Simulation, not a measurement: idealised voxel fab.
You're looking at the process module voxel self aligned contacts.
Shown is cross-section cut, with a width of 185 nm and square cells of size 5 nm.
Cross-section spec: square-cell grid; bands listed top down; each band is one or more rows.
What a band's entry tells you: where the top is and where the bottom is, as heights in nm, and after that what lies inside, material by material from left to right, each with its width in nm. Empty space is written as the word "empty", and a single material marked with the word "edge to edge" occupies the band from edge to edge.
Measure heights from 0. That's the level where, below it, the as-received wafer is all one material. The lowest band is bottomless and extends downward; write it as in "0 -> down".
The two numbers in a width such as "30->40" mark its ends across the band: the first belongs to the top row of cells, the second to the bottom row, and from each row to the next the width moves by the same amount.
Step marked "no modifications"? Then no cell in the cross-section changed in it.
"Closed empty spaces" specifies each empty space that is not open to the top and that occupies no fewer than 8 cells, using the form width x height at distance, the distance measured from the left edge and all three quantities in nm.
after a step's settings: what the simulator itself notes on the step
On any step carrying a mask, the "overlay nm" setting, if present on the step's line, tells how far right of its planned place the mask lay; negative values point to the left.

**These are the steps we planned for the process**
1) RECEIVE: material Si
2) CONFORMAL_DEP: material SiO2, thk nm 5
3) DIRECTIONAL_DEP: material polySi, thk nm 25
4) DIRECTIONAL_DEP: material SiN, thk nm 15
5) PATTERN: tone cover, mask id GATE, material resist, width nm 25, pitch nm 50, thk nm 20, overlay nm 0
6) DIRECTIONAL_ETCH: etch materials SiN, depth nm 15
7) DIRECTIONAL_ETCH: etch materials polySi, depth nm 25
8) STRIP: etch materials resist
9) CONFORMAL_DEP: material SiN, thk nm 5
10) DIRECTIONAL_ETCH: etch materials SiN, depth nm 5
11) FILL_DEP: material SiO2, thk nm 20
12) CMP: height nm 55
13) PATTERN: tone open, mask id CONTACT, material resist, width nm 35, thk nm 15, overlay nm 0
14) DIRECTIONAL_ETCH: etch materials SiO2, depth nm 55
15) STRIP: etch materials resist
16) CONFORMAL_DEP: material TiN, thk nm 5
17) FILL_DEP: material W, thk nm 10
18) CMP: height nm 55
19) CONFORMAL_DEP: material SiN, thk nm 5

**Cross-sectional view of the wafer in its as-received condition, corresponding to the state after step 1**
* 0 -> down  Si edge to edge
* Closed empty spaces: none

**Cross-section, end of module. Start: as above. Plan: as above. Execution: one mistake**
* 60 -> 55  SiN edge to edge
* 55 -> 50  SiO2: 50, SiN: 35, TiN: 5, W: 5, TiN: 5, SiN: 35, SiO2: 50
* 50 -> 45  SiO2: 50, SiN: 35, TiN: 15, SiN: 35, SiO2: 50
* 45 -> 30  SiN edge to edge
* 30 -> 5  polySi edge to edge
* 5 -> 0  SiO2 edge to edge
* 0 -> down  Si edge to edge
* Closed empty spaces: none
In executing the process, a mistake was made relative to the plan: the plan's step 4 ran twice
